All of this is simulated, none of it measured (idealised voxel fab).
Herein follows the process module entitled voxel trench capacitor.
It is cross-section cut that appears here, measuring 165 nm in width, its square cells being 5 nm in size.
A cross-section is a grid of square cells, given in bands from the top down. A band is one or more rows of cells. Each band's line starts with the height of the band's top and of its bottom, in nm. Then come its materials from left to right, each with its width in nm. One material with "throughout" fills the band from edge to edge. "air" is empty space. Heights are measured from 0, the level below which the as-received wafer is all one material; the lowest band has no bottom and continues downward, written as in "from 0 down". Width spec "30..40" -> top row of cells at first value, bottom row at second value, equal per-row change in between. You'll sometimes find "remains unaltered" written for a step, and that's the way of saying that nowhere in the cross-section did a cell change during that step. So "Sealed void list" is basically the list of trapped voids: any empty space of 8 cells or more that can't reach the top through an opening. They're written width x height at distance, the distance being from the left edge, and it's all nm. The remark found on a step's line after its settings is issued by the simulator itself and pertains to that step. A step's line can hold "overlay nm"; with a mask on that step, the setting says how far right of the planned place the mask lay, while a negative setting says it lay to the left. Pairs, read this way: before one process step on the one hand, after it on the other, the after cross-section ending at the lowest band that changed; the step between, settings included, beneath. Same starting wafer throughout, but possibly different runs of this module, so no pair continues from the pair above unless its entry headed "Ahead of processing" says so.
Ahead of processing:
    from 0 down = Si throughout
    Sealed void list: none
Post-Step Section View:
    from 10 to 0 = SiN throughout
    Below 0, the layers are the same as they were.
    Sealed void list: none
Formally, the process step situated between the two cross-sections above is CONFORMAL_DEP: material SiN, thk nm 10
Ahead of processing: we pick up right where the pair above leaves off, with its after cross-section.
Post-Step Section View:
    from 10 to 0 = 15 SiN; 30 air; 20 SiN; 30 air; 20 SiN; 30 air; 20 SiN
    Below 0, the layers are the same as they were.
    Sealed void list: none
Formally, the process step situated between the two cross-sections above is MASKED_ETCH: tone open, mask id TRENCH, width nm 30, pitch nm 50, etch materials SiN, depth nm 10, overlay nm 0
Ahead of processing: we pick up right where the pair above leaves off, with its after cross-section.
Post-Step Section View:
    from 10 to 0 = 15 SiN; 30 air; 20 SiN; 30 air; 20 SiN; 30 air; 20 SiN
    from 0 to -25 = 15 Si; 30 air; 20 Si; 30 air; 20 Si; 30 air; 20 Si
    Below -25, the layers are the same as they were.
    Sealed void list: none
Formally, the process step situated between the two cross-sections above is MASKED_ETCH: tone open, mask id TRENCH, width nm 30, pitch nm 50, etch materials Si, depth nm 25, overlay nm 0
Ahead of processing: we pick up right where the pair above leaves off, with its after cross-section.
Post-Step Section View:
    from 15 to 10 = 20 Al2O3; 20 air; 30 Al2O3; 20 air; 30 Al2O3; 20 air; 25 Al2O3
    from 10 to 0 = 15 SiN; 5 Al2O3; 20 air; 5 Al2O3; 20 SiN; 5 Al2O3; 20 air; 5 Al2O3; 20 SiN; 5 Al2O3; 20 air; 5 Al2O3; 20 SiN
    from 0 to -20 = 15 Si; 5 Al2O3; 20 air; 5 Al2O3; 20 Si; 5 Al2O3; 20 air; 5 Al2O3; 20 Si; 5 Al2O3; 20 air; 5 Al2O3; 20 Si
    from -20 to -25 = 15 Si; 30 Al2O3; 20 Si; 30 Al2O3; 20 Si; 30 Al2O3; 20 Si
    Below -25, the layers are the same as they were.
    Sealed void list: none
Formally, the process step situated between the two cross-sections above is CONFORMAL_DEP: material Al2O3, thk nm 5
Ahead of processing: we pick up right where the pair above leaves off, with its after cross-section.
Post-Step Section View:
    from 20 to 15 = 25 TiN; 10 air; 40 TiN; 10 air; 40 TiN; 10 air; 30 TiN
    from 15 to 10 = 20 Al2O3; 5 TiN; 10 air; 5 TiN; 30 Al2O3; 5 TiN; 10 air; 5 TiN; 30 Al2O3; 5 TiN; 10 air; 5 TiN; 25 Al2O3
    from 10 to 0 = 15 SiN; 5 Al2O3; 5 TiN; 10 air; 5 TiN; 5 Al2O3; 20 SiN; 5 Al2O3; 5 TiN; 10 air; 5 TiN; 5 Al2O3; 20 SiN; 5 Al2O3; 5 TiN; 10 air; 5 TiN; 5 Al2O3; 20 SiN
    from 0 to -15 = 15 Si; 5 Al2O3; 5 TiN; 10 air; 5 TiN; 5 Al2O3; 20 Si; 5 Al2O3; 5 TiN; 10 air; 5 TiN; 5 Al2O3; 20 Si; 5 Al2O3; 5 TiN; 10 air; 5 TiN; 5 Al2O3; 20 Si
    from -15 to -20 = 15 Si; 5 Al2O3; 20 TiN; 5 Al2O3; 20 Si; 5 Al2O3; 20 TiN; 5 Al2O3; 20 Si; 5 Al2O3; 20 TiN; 5 Al2O3; 20 Si
    Below -20, the layers are the same as they were.
    Sealed void list: none
Formally, the process step situated between the two cross-sections above is CONFORMAL_DEP: material TiN, thk nm 5
Ahead of processing: we pick up right where the pair above leaves off, with its after cross-section.
Post-Step Section View:
    from 30 to 20 = W throughout
    from 20 to 15 = 25 TiN; 10 W; 40 TiN; 10 W; 40 TiN; 10 W; 30 TiN
    from 15 to 10 = 20 Al2O3; 5 TiN; 10 W; 5 TiN; 30 Al2O3; 5 TiN; 10 W; 5 TiN; 30 Al2O3; 5 TiN; 10 W; 5 TiN; 25 Al2O3
    from 10 to 0 = 15 SiN; 5 Al2O3; 5 TiN; 10 W; 5 TiN; 5 Al2O3; 20 SiN; 5 Al2O3; 5 TiN; 10 W; 5 TiN; 5 Al2O3; 20 SiN; 5 Al2O3; 5 TiN; 10 W; 5 TiN; 5 Al2O3; 20 SiN
    from 0 to -15 = 15 Si; 5 Al2O3; 5 TiN; 10 W; 5 TiN; 5 Al2O3; 20 Si; 5 Al2O3; 5 TiN; 10 W; 5 TiN; 5 Al2O3; 20 Si; 5 Al2O3; 5 TiN; 10 W; 5 TiN; 5 Al2O3; 20 Si
    Below -15, the layers are the same as they were.
    Sealed void list: none
Formally, the process step situated between the two cross-sections above is FILL_DEP: material W, thk nm 10
Ahead of processing: we pick up right where the pair above leaves off, with its after cross-section.
Post-Step Section View:
    from 10 to 0 = 15 SiN; 5 Al2O3; 5 TiN; 10 W; 5 TiN; 5 Al2O3; 20 SiN; 5 Al2O3; 5 TiN; 10 W; 5 TiN; 5 Al2O3; 20 SiN; 5 Al2O3; 5 TiN; 10 W; 5 TiN; 5 Al2O3; 20 SiN
    Below 0, the layers are the same as they were.
    Sealed void list: none
Formally, the process step situated between the two cross-sections above is CMP: height nm 10
Ahead of processing:
    from 0 down = Si throughout
    Sealed void list: none
Post-Step Section View:
    from 0 to -25 = 15 Si; 30 air; 20 Si; 30 air; 20 Si; 30 air; 20 Si
    Below -25, the layers are the same as they were.
    Sealed void list: none
Formally, the process step situated between the two cross-sections above is MASKED_ETCH: tone open, mask id TRENCH, width nm 30, pitch nm 50, etch materials Si, depth nm 25, overlay nm 0
Ahead of processing: we pick up right where the pair above leaves off, with its after cross-section.
Post-Step Section View:
    from 5 to 0 = 20 Al2O3; 20 air; 30 Al2O3; 20 air; 30 Al2O3; 20 air; 25 Al2O3
    from 0 to -20 = 15 Si; 5 Al2O3; 20 air; 5 Al2O3; 20 Si; 5 Al2O3; 20 air; 5 Al2O3; 20 Si; 5 Al2O3; 20 air; 5 Al2O3; 20 Si
    from -20 to -25 = 15 Si; 30 Al2O3; 20 Si; 30 Al2O3; 20 Si; 30 Al2O3; 20 Si
    Below -25, the layers are the same as they were.
    Sealed void list: none
Formally, the process step situated between the two cross-sections above is CONFORMAL_DEP: material Al2O3, thk nm 5
Ahead of processing: we pick up right where the pair above leaves off, with its after cross-section.
Post-Step Section View:
    from 10 to 5 = 25 TiN; 10 air; 40 TiN; 10 air; 40 TiN; 10 air; 30 TiN
    from 5 to 0 = 20 Al2O3; 5 TiN; 10 air; 5 TiN; 30 Al2O3; 5 TiN; 10 air; 5 TiN; 30 Al2O3; 5 TiN; 10 air; 5 TiN; 25 Al2O3
    from 0 to -15 = 15 Si; 5 Al2O3; 5 TiN; 10 air; 5 TiN; 5 Al2O3; 20 Si; 5 Al2O3; 5 TiN; 10 air; 5 TiN; 5 Al2O3; 20 Si; 5 Al2O3; 5 TiN; 10 air; 5 TiN; 5 Al2O3; 20 Si
    from -15 to -20 = 15 Si; 5 Al2O3; 20 TiN; 5 Al2O3; 20 Si; 5 Al2O3; 20 TiN; 5 Al2O3; 20 Si; 5 Al2O3; 20 TiN; 5 Al2O3; 20 Si
    Below -20, the layers are the same as they were.
    Sealed void list: none
Formally, the process step situated between the two cross-sections above is CONFORMAL_DEP: material TiN, thk nm 5
Ahead of processing: we pick up right where the pair above leaves off, with its after cross-section.
Post-Step Section View:
    from 20 to 10 = W throughout
    from 10 to 5 = 25 TiN; 10 W; 40 TiN; 10 W; 40 TiN; 10 W; 30 TiN
    from 5 to 0 = 20 Al2O3; 5 TiN; 10 W; 5 TiN; 30 Al2O3; 5 TiN; 10 W; 5 TiN; 30 Al2O3; 5 TiN; 10 W; 5 TiN; 25 Al2O3
    from 0 to -15 = 15 Si; 5 Al2O3; 5 TiN; 10 W; 5 TiN; 5 Al2O3; 20 Si; 5 Al2O3; 5 TiN; 10 W; 5 TiN; 5 Al2O3; 20 Si; 5 Al2O3; 5 TiN; 10 W; 5 TiN; 5 Al2O3; 20 Si
    Below -15, the layers are the same as they were.
    Sealed void list: none
Formally, the process step situated between the two cross-sections above is FILL_DEP: material W, thk nm 10
Ahead of processing: we pick up right where the pair above leaves off, with its after cross-section.
Post-Step Section View:
    from 10 to 5 = 25 TiN; 10 W; 40 TiN; 10 W; 40 TiN; 10 W; 30 TiN
    Below 5, the layers are the same as they were.
    Sealed void list: none
Formally, the process step situated between the two cross-sections above is CMP: height nm 10
Ahead of processing:
    from 10 to 0 = 15 SiN; 30 air; 20 SiN; 30 air; 20 SiN; 30 air; 20 SiN
    from 0 to -25 = 15 Si; 30 air; 20 Si; 30 air; 20 Si; 30 air; 20 Si
    from -25 down = Si throughout
    Sealed void list: none
Post-Step Section View:
    from 10 to 0 = 15 SiN; 30 air; 20 SiN; 30 air; 20 SiN; 30 air; 20 SiN
    from 0 to -50 = 15 Si; 30 air; 20 Si; 30 air; 20 Si; 30 air; 20 Si
    Below -50, the layers are the same as they were.
    Sealed void list: none
Formally, the process step situated between the two cross-sections above is MASKED_ETCH: tone open, mask id TRENCH, width nm 30, pitch nm 50, etch materials Si, depth nm 25, overlay nm 0
Ahead of processing: we pick up right where the pair above leaves off, with its after cross-section.
Post-Step Section View:
    from 15 to 10 = 20 Al2O3; 20 air; 30 Al2O3; 20 air; 30 Al2O3; 20 air; 25 Al2O3
    from 10 to 0 = 15 SiN; 5 Al2O3; 20 air; 5 Al2O3; 20 SiN; 5 Al2O3; 20 air; 5 Al2O3; 20 SiN; 5 Al2O3; 20 air; 5 Al2O3; 20 SiN
    from 0 to -45 = 15 Si; 5 Al2O3; 20 air; 5 Al2O3; 20 Si; 5 Al2O3; 20 air; 5 Al2O3; 20 Si; 5 Al2O3; 20 air; 5 Al2O3; 20 Si
    from -45 to -50 = 15 Si; 30 Al2O3; 20 Si; 30 Al2O3; 20 Si; 30 Al2O3; 20 Si
    Below -50, the layers are the same as they were.
    Sealed void list: none
Formally, the process step situated between the two cross-sections above is CONFORMAL_DEP: material Al2O3, thk nm 5
Ahead of processing: we pick up right where the pair above leaves off, with its after cross-section.
Post-Step Section View:
    from 20 to 15 = 25 TiN; 10 air; 40 TiN; 10 air; 40 TiN; 10 air; 30 TiN
    from 15 to 10 = 20 Al2O3; 5 TiN; 10 air; 5 TiN; 30 Al2O3; 5 TiN; 10 air; 5 TiN; 30 Al2O3; 5 TiN; 10 air; 5 TiN; 25 Al2O3
    from 10 to 0 = 15 SiN; 5 Al2O3; 5 TiN; 10 air; 5 TiN; 5 Al2O3; 20 SiN; 5 Al2O3; 5 TiN; 10 air; 5 TiN; 5 Al2O3; 20 SiN; 5 Al2O3; 5 TiN; 10 air; 5 TiN; 5 Al2O3; 20 SiN
    from 0 to -40 = 15 Si; 5 Al2O3; 5 TiN; 10 air; 5 TiN; 5 Al2O3; 20 Si; 5 Al2O3; 5 TiN; 10 air; 5 TiN; 5 Al2O3; 20 Si; 5 Al2O3; 5 TiN; 10 air; 5 TiN; 5 Al2O3; 20 Si
    from -40 to -45 = 15 Si; 5 Al2O3; 20 TiN; 5 Al2O3; 20 Si; 5 Al2O3; 20 TiN; 5 Al2O3; 20 Si; 5 Al2O3; 20 TiN; 5 Al2O3; 20 Si
    Below -45, the layers are the same as they were.
    Sealed void list: none
Formally, the process step situated between the two cross-sections above is CONFORMAL_DEP: material TiN, thk nm 5
Ahead of processing: we pick up right where the pair above leaves off, with its after cross-section.
Post-Step Section View:
    from 30 to 20 = W throughout
    from 20 to 15 = 25 TiN; 10 W; 40 TiN; 10 W; 40 TiN; 10 W; 30 TiN
    from 15 to 10 = 20 Al2O3; 5 TiN; 10 W; 5 TiN; 30 Al2O3; 5 TiN; 10 W; 5 TiN; 30 Al2O3; 5 TiN; 10 W; 5 TiN; 25 Al2O3
    from 10 to 0 = 15 SiN; 5 Al2O3; 5 TiN; 10 W; 5 TiN; 5 Al2O3; 20 SiN; 5 Al2O3; 5 TiN; 10 W; 5 TiN; 5 Al2O3; 20 SiN; 5 Al2O3; 5 TiN; 10 W; 5 TiN; 5 Al2O3; 20 SiN
    from 0 to -40 = 15 Si; 5 Al2O3; 5 TiN; 10 W; 5 TiN; 5 Al2O3; 20 Si; 5 Al2O3; 5 TiN; 10 W; 5 TiN; 5 Al2O3; 20 Si; 5 Al2O3; 5 TiN; 10 W; 5 TiN; 5 Al2O3; 20 Si
    Below -40, the layers are the same as they were.
    Sealed void list: none
Formally, the process step situated between the two cross-sections above is FILL_DEP: material W, thk nm 10
Ahead of processing: we pick up right where the pair above leaves off, with its after cross-section.
Post-Step Section View:
    from 10 to 0 = 15 SiN; 5 Al2O3; 5 TiN; 10 W; 5 TiN; 5 Al2O3; 20 SiN; 5 Al2O3; 5 TiN; 10 W; 5 TiN; 5 Al2O3; 20 SiN; 5 Al2O3; 5 TiN; 10 W; 5 TiN; 5 Al2O3; 20 SiN
    Below 0, the layers are the same as they were.
    Sealed void list: none
Formally, the process step situated between the two cross-sections above is CMP: height nm 10
Ahead of processing:
    from 10 to 0 = 15 SiN; 30 air; 20 SiN; 30 air; 20 SiN; 30 air; 20 SiN
    from 0 to -25 = 15 Si; 30 air; 20 Si; 30 air; 20 Si; 30 air; 20 Si
    from -25 down = Si throughout
    Sealed void list: none
Post-Step Section View:
    from 15 to 10 = 20 TiN; 20 air; 30 TiN; 20 air; 30 TiN; 20 air; 25 TiN
    from 10 to 0 = 15 SiN; 5 TiN; 20 air; 5 TiN; 20 SiN; 5 TiN; 20 air; 5 TiN; 20 SiN; 5 TiN; 20 air; 5 TiN; 20 SiN
    from 0 to -20 = 15 Si; 5 TiN; 20 air; 5 TiN; 20 Si; 5 TiN; 20 air; 5 TiN; 20 Si; 5 TiN; 20 air; 5 TiN; 20 Si
    from -20 to -25 = 15 Si; 30 TiN; 20 Si; 30 TiN; 20 Si; 30 TiN; 20 Si
    Below -25, the layers are the same as they were.
    Sealed void list: none
Formally, the process step situated between the two cross-sections above is CONFORMAL_DEP: material TiN, thk nm 5
Ahead of processing: we pick up right where the pair above leaves off, with its after cross-section.
Post-Step Section View:
    from 20 to 15 = 25 Al2O3; 10 air; 40 Al2O3; 10 air; 40 Al2O3; 10 air; 30 Al2O3
    from 15 to 10 = 20 TiN; 5 Al2O3; 10 air; 5 Al2O3; 30 TiN; 5 Al2O3; 10 air; 5 Al2O3; 30 TiN; 5 Al2O3; 10 air; 5 Al2O3; 25 TiN
    from 10 to 0 = 15 SiN; 5 TiN; 5 Al2O3; 10 air; 5 Al2O3; 5 TiN; 20 SiN; 5 TiN; 5 Al2O3; 10 air; 5 Al2O3; 5 TiN; 20 SiN; 5 TiN; 5 Al2O3; 10 air; 5 Al2O3; 5 TiN; 20 SiN
    from 0 to -15 = 15 Si; 5 TiN; 5 Al2O3; 10 air; 5 Al2O3; 5 TiN; 20 Si; 5 TiN; 5 Al2O3; 10 air; 5 Al2O3; 5 TiN; 20 Si; 5 TiN; 5 Al2O3; 10 air; 5 Al2O3; 5 TiN; 20 Si
    from -15 to -20 = 15 Si; 5 TiN; 20 Al2O3; 5 TiN; 20 Si; 5 TiN; 20 Al2O3; 5 TiN; 20 Si; 5 TiN; 20 Al2O3; 5 TiN; 20 Si
    Below -20, the layers are the same as they were.
    Sealed void list: none
Formally, the process step situated between the two cross-sections above is CONFORMAL_DEP: material Al2O3, thk nm 5
Ahead of processing: we pick up right where the pair above leaves off, with its after cross-section.
Post-Step Section View:
    from 30 to 20 = W throughout
    from 20 to 15 = 25 Al2O3; 10 W; 40 Al2O3; 10 W; 40 Al2O3; 10 W; 30 Al2O3
    from 15 to 10 = 20 TiN; 5 Al2O3; 10 W; 5 Al2O3; 30 TiN; 5 Al2O3; 10 W; 5 Al2O3; 30 TiN; 5 Al2O3; 10 W; 5 Al2O3; 25 TiN
    from 10 to 0 = 15 SiN; 5 TiN; 5 Al2O3; 10 W; 5 Al2O3; 5 TiN; 20 SiN; 5 TiN; 5 Al2O3; 10 W; 5 Al2O3; 5 TiN; 20 SiN; 5 TiN; 5 Al2O3; 10 W; 5 Al2O3; 5 TiN; 20 SiN
    from 0 to -15 = 15 Si; 5 TiN; 5 Al2O3; 10 W; 5 Al2O3; 5 TiN; 20 Si; 5 TiN; 5 Al2O3; 10 W; 5 Al2O3; 5 TiN; 20 Si; 5 TiN; 5 Al2O3; 10 W; 5 Al2O3; 5 TiN; 20 Si
    Below -15, the layers are the same as they were.
    Sealed void list: none
Formally, the process step situated between the two cross-sections above is FILL_DEP: material W, thk nm 10
Ahead of processing: we pick up right where the pair above leaves off, with its after cross-section.
Post-Step Section View:
    from 10 to 0 = 15 SiN; 5 TiN; 5 Al2O3; 10 W; 5 Al2O3; 5 TiN; 20 SiN; 5 TiN; 5 Al2O3; 10 W; 5 Al2O3; 5 TiN; 20 SiN; 5 TiN; 5 Al2O3; 10 W; 5 Al2O3; 5 TiN; 20 SiN
    Below 0, the layers are the same as they were.
    Sealed void list: none
Formally, the process step situated between the two cross-sections above is CMP: height nm 10
Ahead of processing:
    from 30 to 20 = W throughout
    from 20 to 15 = 25 TiN; 10 W; 40 TiN; 10 W; 40 TiN; 10 W; 30 TiN
    from 15 to 10 = 20 Al2O3; 5 TiN; 10 W; 5 TiN; 30 Al2O3; 5 TiN; 10 W; 5 TiN; 30 Al2O3; 5 TiN; 10 W; 5 TiN; 25 Al2O3
    from 10 to 0 = 15 SiN; 5 Al2O3; 5 TiN; 10 W; 5 TiN; 5 Al2O3; 20 SiN; 5 Al2O3; 5 TiN; 10 W; 5 TiN; 5 Al2O3; 20 SiN; 5 Al2O3; 5 TiN; 10 W; 5 TiN; 5 Al2O3; 20 SiN
    from 0 to -15 = 15 Si; 5 Al2O3; 5 TiN; 10 W; 5 TiN; 5 Al2O3; 20 Si; 5 Al2O3; 5 TiN; 10 W; 5 TiN; 5 Al2O3; 20 Si; 5 Al2O3; 5 TiN; 10 W; 5 TiN; 5 Al2O3; 20 Si
    from -15 to -20 = 15 Si; 5 Al2O3; 20 TiN; 5 Al2O3; 20 Si; 5 Al2O3; 20 TiN; 5 Al2O3; 20 Si; 5 Al2O3; 20 TiN; 5 Al2O3; 20 Si
    from -20 to -25 = 15 Si; 30 Al2O3; 20 Si; 30 Al2O3; 20 Si; 30 Al2O3; 20 Si
    from -25 down = Si throughout
    Sealed void list: none
Post-Step Section View:
    from 5 to 0 = 15 SiN; 5 Al2O3; 5 TiN; 10 W; 5 TiN; 5 Al2O3; 20 SiN; 5 Al2O3; 5 TiN; 10 W; 5 TiN; 5 Al2O3; 20 SiN; 5 Al2O3; 5 TiN; 10 W; 5 TiN; 5 Al2O3; 20 SiN
    Below 0, the layers are the same as they were.
    Sealed void list: none
Formally, the process step situated between the two cross-sections above is CMP: height nm 5
Ahead of processing:
    from 10 to 0 = SiN throughout
    from 0 down = Si throughout
    Sealed void list: none
Post-Step Section View:
    from 10 to 0 = 15 SiN; 35 air; 15 SiN; 35 air; 15 SiN; 35 air; 15 SiN
    Below 0, the layers are the same as they were.
    Sealed void list: none
Formally, the process step situated between the two cross-sections above is MASKED_ETCH: tone open, mask id TRENCH, width nm 35, pitch nm 50, etch materials SiN, depth nm 10, overlay nm 0
Ahead of processing: we pick up right where the pair above leaves off, with its after cross-section.
Post-Step Section View:
    from 10 to 0 = 15 SiN; 35 air; 15 SiN; 35 air; 15 SiN; 35 air; 15 SiN
    from 0 to -25 = 15 Si; 30 air; 20 Si; 30 air; 20 Si; 30 air; 20 Si
    Below -25, the layers are the same as they were.
    Sealed void list: none
Formally, the process step situated between the two cross-sections above is MASKED_ETCH: tone open, mask id TRENCH, width nm 30, pitch nm 50, etch materials Si, depth nm 25, overlay nm 0
Ahead of processing: we pick up right where the pair above leaves off, with its after cross-section.
Post-Step Section View:
    from 15 to 10 = 20 Al2O3; 25 air; 25 Al2O3; 25 air; 25 Al2O3; 25 air; 20 Al2O3
    from 10 to 0 = 15 SiN; 5 Al2O3; 25..20 air; 5..10 Al2O3; 15 SiN; 5 Al2O3; 25..20 air; 5..10 Al2O3; 15 SiN; 5 Al2O3; 25..20 air; 5..10 Al2O3; 15 SiN
    from 0 to -20 = 15 Si; 5 Al2O3; 20 air; 5 Al2O3; 20 Si; 5 Al2O3; 20 air; 5 Al2O3; 20 Si; 5 Al2O3; 20 air; 5 Al2O3; 20 Si
    from -20 to -25 = 15 Si; 30 Al2O3; 20 Si; 30 Al2O3; 20 Si; 30 Al2O3; 20 Si
    Below -25, the layers are the same as they were.
    Sealed void list: none
Formally, the process step situated between the two cross-sections above is CONFORMAL_DEP: material Al2O3, thk nm 5
Ahead of processing: we pick up right where the pair above leaves off, with its after cross-section.
Post-Step Section View:
    from 20 to 15 = 25 TiN; 15 air; 35 TiN; 15 air; 35 TiN; 15 air; 25 TiN
    from 15 to 10 = 20 Al2O3; 5 TiN; 15 air; 5 TiN; 25 Al2O3; 5 TiN; 15 air; 5 TiN; 25 Al2O3; 5 TiN; 15 air; 5 TiN; 20 Al2O3
    from 10 to 0 = 15 SiN; 5 Al2O3; 5 TiN; 10 air; 10..5 TiN; 5..10 Al2O3; 15 SiN; 5 Al2O3; 5 TiN; 10 air; 10..5 TiN; 5..10 Al2O3; 15 SiN; 5 Al2O3; 5 TiN; 10 air; 10..5 TiN; 5..10 Al2O3; 15 SiN
    from 0 to -15 = 15 Si; 5 Al2O3; 5 TiN; 10 air; 5 TiN; 5 Al2O3; 20 Si; 5 Al2O3; 5 TiN; 10 air; 5 TiN; 5 Al2O3; 20 Si; 5 Al2O3; 5 TiN; 10 air; 5 TiN; 5 Al2O3; 20 Si
    from -15 to -20 = 15 Si; 5 Al2O3; 20 TiN; 5 Al2O3; 20 Si; 5 Al2O3; 20 TiN; 5 Al2O3; 20 Si; 5 Al2O3; 20 TiN; 5 Al2O3; 20 Si
    Below -20, the layers are the same as they were.
    Sealed void list: none
Formally, the process step situated between the two cross-sections above is CONFORMAL_DEP: material TiN, thk nm 5
Ahead of processing: we pick up right where the pair above leaves off, with its after cross-section.
Post-Step Section View:
    from 30 to 20 = W throughout
    from 20 to 15 = 25 TiN; 15 W; 35 TiN; 15 W; 35 TiN; 15 W; 25 TiN
    from 15 to 10 = 20 Al2O3; 5 TiN; 15 W; 5 TiN; 25 Al2O3; 5 TiN; 15 W; 5 TiN; 25 Al2O3; 5 TiN; 15 W; 5 TiN; 20 Al2O3
    from 10 to 0 = 15 SiN; 5 Al2O3; 5 TiN; 10 W; 10..5 TiN; 5..10 Al2O3; 15 SiN; 5 Al2O3; 5 TiN; 10 W; 10..5 TiN; 5..10 Al2O3; 15 SiN; 5 Al2O3; 5 TiN; 10 W; 10..5 TiN; 5..10 Al2O3; 15 SiN
    from 0 to -15 = 15 Si; 5 Al2O3; 5 TiN; 10 W; 5 TiN; 5 Al2O3; 20 Si; 5 Al2O3; 5 TiN; 10 W; 5 TiN; 5 Al2O3; 20 Si; 5 Al2O3; 5 TiN; 10 W; 5 TiN; 5 Al2O3; 20 Si
    Below -15, the layers are the same as they were.
    Sealed void list: none
Formally, the process step situated between the two cross-sections above is FILL_DEP: material W, thk nm 10
Ahead of processing: we pick up right where the pair above leaves off, with its after cross-section.
Post-Step Section View:
    from 10 to 0 = 15 SiN; 5 Al2O3; 5 TiN; 10 W; 10..5 TiN; 5..10 Al2O3; 15 SiN; 5 Al2O3; 5 TiN; 10 W; 10..5 TiN; 5..10 Al2O3; 15 SiN; 5 Al2O3; 5 TiN; 10 W; 10..5 TiN; 5..10 Al2O3; 15 SiN
    Below 0, the layers are the same as they were.
    Sealed void list: none
Formally, the process step situated between the two cross-sections above is CMP: height nm 10
Ahead of processing:
    from 10 to 0 = SiN throughout
    from 0 down = Si throughout
    Sealed void list: none
Post-Step Section View:
    from 10 to 0 = 20 SiN; 30 air; 20 SiN; 30 air; 20 SiN; 30 air; 15 SiN
    Below 0, the layers are the same as they were.
    Sealed void list: none
Formally, the process step situated between the two cross-sections above is MASKED_ETCH: tone open, mask id TRENCH, width nm 30, pitch nm 50, etch materials SiN, depth nm 10, overlay nm 5
Ahead of processing: we pick up right where the pair above leaves off, with its after cross-section.
Post-Step Section View:
    from 10 to 0 = 20 SiN; 30 air; 20 SiN; 30 air; 20 SiN; 30 air; 15 SiN
    from 0 to -25 = 20 Si; 25 air; 25 Si; 25 air; 25 Si; 25 air; 20 Si
    Below -25, the layers are the same as they were.
    Sealed void list: none
Formally, the process step situated between the two cross-sections above is MASKED_ETCH: tone open, mask id TRENCH, width nm 30, pitch nm 50, etch materials Si, depth nm 25, overlay nm 0
Ahead of processing: we pick up right where the pair above leaves off, with its after cross-section.
Post-Step Section View:
    from 15 to 10 = 25 Al2O3; 20 air; 30 Al2O3; 20 air; 30 Al2O3; 20 air; 20 Al2O3
    from 10 to 0 = 20 SiN; 5 Al2O3; 20..15 air; 5..10 Al2O3; 20 SiN; 5 Al2O3; 20..15 air; 5..10 Al2O3; 20 SiN; 5 Al2O3; 20..15 air; 5..10 Al2O3; 15 SiN
    from 0 to -20 = 20 Si; 5 Al2O3; 15 air; 5 Al2O3; 25 Si; 5 Al2O3; 15 air; 5 Al2O3; 25 Si; 5 Al2O3; 15 air; 5 Al2O3; 20 Si
    from -20 to -25 = 20 Si; 25 Al2O3; 25 Si; 25 Al2O3; 25 Si; 25 Al2O3; 20 Si
    Below -25, the layers are the same as they were.
    Sealed void list: none
Formally, the process step situated between the two cross-sections above is CONFORMAL_DEP: material Al2O3, thk nm 5
Ahead of processing: we pick up right where the pair above leaves off, with its after cross-section.
Post-Step Section View:
    from 20 to 15 = 30 TiN; 10 air; 40 TiN; 10 air; 40 TiN; 10 air; 25 TiN
    from 15 to 10 = 25 Al2O3; 5 TiN; 10 air; 5 TiN; 30 Al2O3; 5 TiN; 10 air; 5 TiN; 30 Al2O3; 5 TiN; 10 air; 5 TiN; 20 Al2O3
    from 10 to 0 = 20 SiN; 5 Al2O3; 5 TiN; 5 air; 10..5 TiN; 5..10 Al2O3; 20 SiN; 5 Al2O3; 5 TiN; 5 air; 10..5 TiN; 5..10 Al2O3; 20 SiN; 5 Al2O3; 5 TiN; 5 air; 10..5 TiN; 5..10 Al2O3; 15 SiN
    from 0 to -15 = 20 Si; 5 Al2O3; 5 TiN; 5 air; 5 TiN; 5 Al2O3; 25 Si; 5 Al2O3; 5 TiN; 5 air; 5 TiN; 5 Al2O3; 25 Si; 5 Al2O3; 5 TiN; 5 air; 5 TiN; 5 Al2O3; 20 Si
    from -15 to -20 = 20 Si; 5 Al2O3; 15 TiN; 5 Al2O3; 25 Si; 5 Al2O3; 15 TiN; 5 Al2O3; 25 Si; 5 Al2O3; 15 TiN; 5 Al2O3; 20 Si
    Below -20, the layers are the same as they were.
    Sealed void list: none
Formally, the process step situated between the two cross-sections above is CONFORMAL_DEP: material TiN, thk nm 5
Ahead of processing: we pick up right where the pair above leaves off, with its after cross-section.
Post-Step Section View:
    from 30 to 20 = W throughout
    from 20 to 15 = 30 TiN; 10 W; 40 TiN; 10 W; 40 TiN; 10 W; 25 TiN
    from 15 to 10 = 25 Al2O3; 5 TiN; 10 W; 5 TiN; 30 Al2O3; 5 TiN; 10 W; 5 TiN; 30 Al2O3; 5 TiN; 10 W; 5 TiN; 20 Al2O3
    from 10 to 0 = 20 SiN; 5 Al2O3; 5 TiN; 5 W; 10..5 TiN; 5..10 Al2O3; 20 SiN; 5 Al2O3; 5 TiN; 5 W; 10..5 TiN; 5..10 Al2O3; 20 SiN; 5 Al2O3; 5 TiN; 5 W; 10..5 TiN; 5..10 Al2O3; 15 SiN
    from 0 to -15 = 20 Si; 5 Al2O3; 5 TiN; 5 W; 5 TiN; 5 Al2O3; 25 Si; 5 Al2O3; 5 TiN; 5 W; 5 TiN; 5 Al2O3; 25 Si; 5 Al2O3; 5 TiN; 5 W; 5 TiN; 5 Al2O3; 20 Si
    Below -15, the layers are the same as they were.
    Sealed void list: none
Formally, the process step situated between the two cross-sections above is FILL_DEP: material W, thk nm 10
Ahead of processing: we pick up right where the pair above leaves off, with its after cross-section.
Post-Step Section View:
    from 10 to 0 = 20 SiN; 5 Al2O3; 5 TiN; 5 W; 10..5 TiN; 5..10 Al2O3; 20 SiN; 5 Al2O3; 5 TiN; 5 W; 10..5 TiN; 5..10 Al2O3; 20 SiN; 5 Al2O3; 5 TiN; 5 W; 10..5 TiN; 5..10 Al2O3; 15 SiN
    Below 0, the layers are the same as they were.
    Sealed void list: none
Formally, the process step situated between the two cross-sections above is CMP: height nm 10
